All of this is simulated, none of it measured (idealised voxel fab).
process module | voxel transistor to metal
cross-section cut | 170 nm wide | cells 5 nm
A cross-section is a grid of square cells, given in bands from the top down. A band is one or more rows of cells.
Each band's line starts with the height of the band's top and of its bottom, in nm. Then come its materials from left to right, each with its width in nm. One material with "throughout" fills the band from edge to edge. "air" is empty space.
Height 0 is the level under which the wafer as received is all one material. The lowest band goes on downwards, as in "0 down".
A width such as "30 to 40" changes by the same amount from each row of cells to the next, from the band's top row to its bottom row.
"no change" after a step means that no cell of the cross-section changed.
closed voids: empty space of 8 cells or more with no open way to the top, each as width x height at its distance from the left edge, in nm
after a step's settings: what the simulator itself notes on the step
overlay nm, on a step with a mask: how far to the right of its planned place the mask lay; to the left if negative
plan
1 op RECEIVE | material Si
2 op CONFORMAL_DEP | material SiO2 | thk nm 5
3 op CONFORMAL_DEP | material SiN | thk nm 10
4 op PATTERN | tone cover | mask id ACTIVE | material resist | width nm 95 | thk nm 15 | overlay nm 0
5 op DIRECTIONAL_ETCH | etch materials SiN | depth nm 10
6 op DIRECTIONAL_ETCH | etch materials SiO2 | depth nm 5
7 op DIRECTIONAL_ETCH | etch materials Si | depth nm 35
8 op STRIP | etch materials resist
9 op FILL_DEP | material SiO2 | thk nm 10
10 op CMP | height nm 15
11 op SELECTIVE_ETCH | etch materials SiO2 | depth nm 5
12 op STRIP | etch materials SiN
13 op SELECTIVE_ETCH | etch materials SiO2 | depth nm 5
14 op OXIDIZE | depth nm 5
15 op DIRECTIONAL_DEP | material polySi | thk nm 25
16 op DIRECTIONAL_DEP | material SiCN | thk nm 10
17 op PATTERN | tone cover | mask id GATE | material resist | width nm 25 | thk nm 15 | overlay nm 0
18 op DIRECTIONAL_ETCH | etch materials SiCN | depth nm 20
19 op DIRECTIONAL_ETCH | etch materials polySi | depth nm 35
20 op STRIP | etch materials resist
21 op CONFORMAL_DEP | material SiO2 | thk nm 5
22 op DIRECTIONAL_ETCH | etch materials SiO2 | depth nm 5
23 op CONFORMAL_DEP | material SiN | thk nm 10
24 op DIRECTIONAL_ETCH | etch materials SiN | depth nm 10
25 op DIRECTIONAL_ETCH | etch materials SiO2 | depth nm 5
26 op DIRECTIONAL_ETCH | etch materials Si | depth nm 10
27 op EPI | material SiGe | thk nm 10
28 op FILL_DEP | material SiO2 | thk nm 5
29 op CMP | height nm 35
30 op DIRECTIONAL_DEP | material SiO2 | thk nm 15
31 op MASKED_ETCH | tone open | mask id CONTACT | width nm 25 | pitch nm 60 | etch materials SiO2 | depth nm 45 | overlay nm 0
32 op CONFORMAL_DEP | material TiN | thk nm 5
33 op FILL_DEP | material W | thk nm 5
34 op CMP | height nm 50
35 op DIRECTIONAL_DEP | material TiN | thk nm 5
36 op DIRECTIONAL_DEP | material Ru | thk nm 25
37 op PATTERN | tone cover | mask id METAL_1 | material resist | width nm 15 | pitch nm 70 | thk nm 15 | overlay nm 0
38 op DIRECTIONAL_ETCH | etch materials Ru | depth nm 25
39 op DIRECTIONAL_ETCH | etch materials TiN | depth nm 5
40 op STRIP | etch materials resist
41 op FILL_DEP | material SiO2 | thk nm 5
42 op CMP | height nm 80
43 op CONFORMAL_DEP | material SiCN | thk nm 5
44 op DIRECTIONAL_DEP | material SiO2 | thk nm 25
45 op PATTERN | tone open | mask id METAL_2 | material resist | width nm 15 | pitch nm 70 | thk nm 20 | overlay nm 0
46 op DIRECTIONAL_ETCH | etch materials SiO2 | depth nm 15
47 op STRIP | etch materials resist
48 op DIRECTIONAL_DEP | material aC | thk nm 10
49 op PATTERN | tone open | mask id METAL_2_HOLES | material resist | width nm 15 | pitch nm 70 | thk nm 30 | overlay nm 0
50 op DIRECTIONAL_ETCH | etch materials aC | depth nm 10
51 op STRIP | etch materials resist
52 op DIRECTIONAL_ETCH | etch materials SiO2 | depth nm 10
53 op DIRECTIONAL_ETCH | etch materials SiCN | depth nm 5
54 op STRIP | etch materials aC
55 op CONFORMAL_DEP | material TiN | thk nm 5
56 op FILL_DEP | material Ru | thk nm 10
57 op CMP | height nm 110
58 op CONFORMAL_DEP | material SiN | thk nm 5
as received, after step 1
  0 down: Si throughout
  closed voids: none
first wafer at the end, as planned
  115 to 110: SiN throughout
  110 to 85: SiO2 40 | TiN 5 | Ru 5 | TiN 5 | SiO2 55 | TiN 5 | Ru 5 | TiN 5 | SiO2 45
  85 to 80: SiCN 40 | TiN 15 | SiCN 55 | TiN 15 | SiCN 45
  80 to 55: SiO2 40 | Ru 15 | SiO2 55 | Ru 15 | SiO2 45
  55 to 50: SiO2 40 | TiN 15 | SiO2 55 | TiN 15 | SiO2 45
  50 to 40: SiO2 40 | TiN 5 | W 15 | TiN 5 | SiO2 35 | TiN 5 | W 15 | TiN 5 | SiO2 45
  40 to 35: SiO2 40 | TiN 5 | W 5 | TiN 15 | SiO2 35 | TiN 15 | W 5 | TiN 5 | SiO2 45
  35 to 25: SiO2 40 | TiN 5 | W 5 | TiN 5 | SiN 10 | SiO2 5 | SiCN 25 | SiO2 5 | SiN 10 | TiN 5 | W 5 | TiN 5 | SiO2 45
  25 to 10: SiO2 40 | TiN 5 | W 5 | TiN 5 | SiN 10 | SiO2 5 | polySi 25 | SiO2 5 | SiN 10 | TiN 5 | W 5 | TiN 5 | SiO2 45
  10 to 5: SiO2 40 | TiN 15 | SiN 10 | SiO2 5 | polySi 25 | SiO2 5 | SiN 10 | TiN 15 | SiO2 45
  5 to 0: SiO2 35 | SiN 10 | SiGe 10 | SiN 10 | SiO2 5 | polySi 25 | SiO2 5 | SiN 10 | SiGe 10 | SiN 10 | SiO2 40
  0 to -5: SiO2 45 | SiGe 10 | SiO2 55 | SiGe 10 | SiO2 50
  -5 to -15: SiO2 35 | Si 10 | SiGe 10 | Si 55 | SiGe 10 | Si 10 | SiO2 40
  -15 to -35: SiO2 35 | Si 95 | SiO2 40
  -35 down: Si throughout
  closed voids: none
second wafer at the end: like start, like plan, one mistake
  115 to 110: SiN throughout
  110 to 85: SiO2 40 | TiN 5 | Ru 5 | TiN 5 | SiO2 55 | TiN 5 | Ru 5 | TiN 5 | SiO2 45
  85 to 80: SiCN 40 | TiN 15 | SiCN 55 | TiN 15 | SiCN 45
  80 to 55: SiO2 40 | Ru 15 | SiO2 55 | Ru 15 | SiO2 45
  55 to 50: SiO2 40 | TiN 15 | SiO2 55 | TiN 15 | SiO2 45
  50 to 40: SiO2 40 | TiN 5 | W 15 | TiN 5 | SiO2 35 | TiN 5 | W 15 | TiN 5 | SiO2 45
  40 to 35: SiO2 40 | TiN 5 | W 10 | TiN 10 | SiO2 35 | TiN 10 | W 10 | TiN 5 | SiO2 45
  35 to 25: SiO2 40 | TiN 5 | W 10 | TiN 5 | SiN 10 | SiCN 25 | SiN 10 | TiN 5 | W 10 | TiN 5 | SiO2 45
  25 to 10: SiO2 40 | TiN 5 | W 10 | TiN 5 | SiN 10 | polySi 25 | SiN 10 | TiN 5 | W 10 | TiN 5 | SiO2 45
  10 to 5: SiO2 40 | TiN 20 | SiN 10 | polySi 25 | SiN 10 | TiN 20 | SiO2 45
  5 to 0: SiO2 35 | SiGe 25 | SiN 10 | polySi 25 | SiN 10 | SiGe 25 | SiO2 40
  0 to -5: SiO2 30 | SiN 10 | SiGe 20 | SiN 10 | SiO2 25 | SiN 10 | SiGe 20 | SiN 10 | SiO2 35
  -5 to -15: SiO2 35 | Si 5 | SiGe 20 | Si 45 | SiGe 20 | Si 5 | SiO2 40
  -15 to -35: SiO2 35 | Si 95 | SiO2 40
  -35 down: Si throughout
  closed voids: none
what went wrong: step 21 was left out
at the end the second wafer has, in cells: 8 fewer of Si | 18 more of SiGe | 4 more of SiN | 26 fewer of SiO2 | 12 more of W
